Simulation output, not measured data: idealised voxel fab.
process module | voxel self aligned vias
cross-section cut | 185 nm wide | cells 5 nm
A cross-section is a grid of square cells, given in bands from the top down. A band is one or more rows of cells.
Each band's line starts with the height of the band's top and of its bottom, in nm. Then come its materials from left to right, each with its width in nm. One material with "throughout" fills the band from edge to edge. "air" is empty space.
Height 0 is the level under which the wafer as received is all one material. The lowest band goes on downwards, as in "0 down".
A width such as "30 to 40" changes by the same amount from each row of cells to the next, from the band's top row to its bottom row.
"no change" after a step means that no cell of the cross-section changed.
closed voids: empty space of 8 cells or more with no open way to the top, each as width x height at its distance from the left edge, in nm
after a step's settings: what the simulator itself notes on the step
overlay nm, on a step with a mask: how far to the right of its planned place the mask lay; to the left if negative
plan
1 op RECEIVE | material Si
2 op CONFORMAL_DEP | material SiO2 | thk nm 15
3 op CONFORMAL_DEP | material SiCN | thk nm 5
4 op DIRECTIONAL_DEP | material SiO2 | thk nm 30
5 op DIRECTIONAL_DEP | material aC | thk nm 15
6 op PATTERN | tone open | mask id LINES | material resist | width nm 30 | pitch nm 70 | thk nm 30 | overlay nm 0
7 op DIRECTIONAL_ETCH | etch materials aC | depth nm 15
8 op STRIP | etch materials resist
9 op DIRECTIONAL_ETCH | etch materials SiO2 | depth nm 30
10 op STRIP | etch materials aC
11 op CONFORMAL_DEP | material TiN | thk nm 5
12 op FILL_DEP | material W | thk nm 10
13 op CMP | height nm 50
14 op SELECTIVE_ETCH | etch materials W Ru TiN | depth nm 5
15 op FILL_DEP | material SiN | thk nm 5
16 op CMP | height nm 50
17 op DIRECTIONAL_DEP | material SiO2 | thk nm 15
18 op MASKED_ETCH | tone open | mask id VIAS | width nm 40 | pitch nm 70 | etch materials SiO2 | depth nm 15 | overlay nm 0
19 op MASKED_ETCH | tone open | mask id VIAS | width nm 40 | pitch nm 70 | etch materials SiN | depth nm 5 | overlay nm 0
20 op CONFORMAL_DEP | material TiN | thk nm 5
21 op FILL_DEP | material W | thk nm 5
22 op CMP | height nm 55
23 op CONFORMAL_DEP | material SiCN | thk nm 5
varied across the wafers: height nm of step 22. The plan shows the first wafer's value. All wafers start alike
first wafer as received, after step 1
  0 down: Si throughout
  closed voids: none
first wafer at the end, after step 23
  60 to 55: SiCN throughout
  55 to 50: SiO2 35 | TiN 10 | W 20 | TiN 10 | SiO2 30 | TiN 10 | W 20 | TiN 10 | SiO2 40
  50 to 45: SiO2 40 | TiN 30 | SiO2 40 | TiN 30 | SiO2 45
  45 to 25: SiO2 40 | TiN 5 | W 20 | TiN 5 | SiO2 40 | TiN 5 | W 20 | TiN 5 | SiO2 45
  25 to 20: SiO2 40 | TiN 30 | SiO2 40 | TiN 30 | SiO2 45
  20 to 15: SiCN throughout
  15 to 0: SiO2 throughout
  0 down: Si throughout
  closed voids: none
last wafer at the end
  80 to 75: SiCN throughout
  75 to 70: W throughout
  70 to 65: TiN 40 | W 30 | TiN 40 | W 30 | TiN 45
  65 to 55: SiO2 35 | TiN 5 | W 30 | TiN 5 | SiO2 30 | TiN 5 | W 30 | TiN 5 | SiO2 40
  55 to 50: SiO2 35 | TiN 10 | W 20 | TiN 10 | SiO2 30 | TiN 10 | W 20 | TiN 10 | SiO2 40
  50 to 45: SiO2 40 | TiN 30 | SiO2 40 | TiN 30 | SiO2 45
  45 to 25: SiO2 40 | TiN 5 | W 20 | TiN 5 | SiO2 40 | TiN 5 | W 20 | TiN 5 | SiO2 45
  25 to 20: SiO2 40 | TiN 30 | SiO2 40 | TiN 30 | SiO2 45
  20 to 15: SiCN throughout
  15 to 0: SiO2 throughout
  0 down: Si throughout
  closed voids: none
each wafer at the end: cells of each material gained (+) or lost (-) since it was received, then its closed voids
height nm 55 | +74 SiCN | +282 SiO2 | +48 TiN | +40 W | closed voids: none
height nm 60 | +74 SiCN | +303 SiO2 | +52 TiN | +52 W | closed voids: none
height nm 65 | +74 SiCN | +324 SiO2 | +56 TiN | +64 W | closed voids: none
height nm 70 | +74 SiCN | +324 SiO2 | +81 TiN | +76 W | closed voids: none
height nm 75 | +74 SiCN | +324 SiO2 | +81 TiN | +113 W | closed voids: none
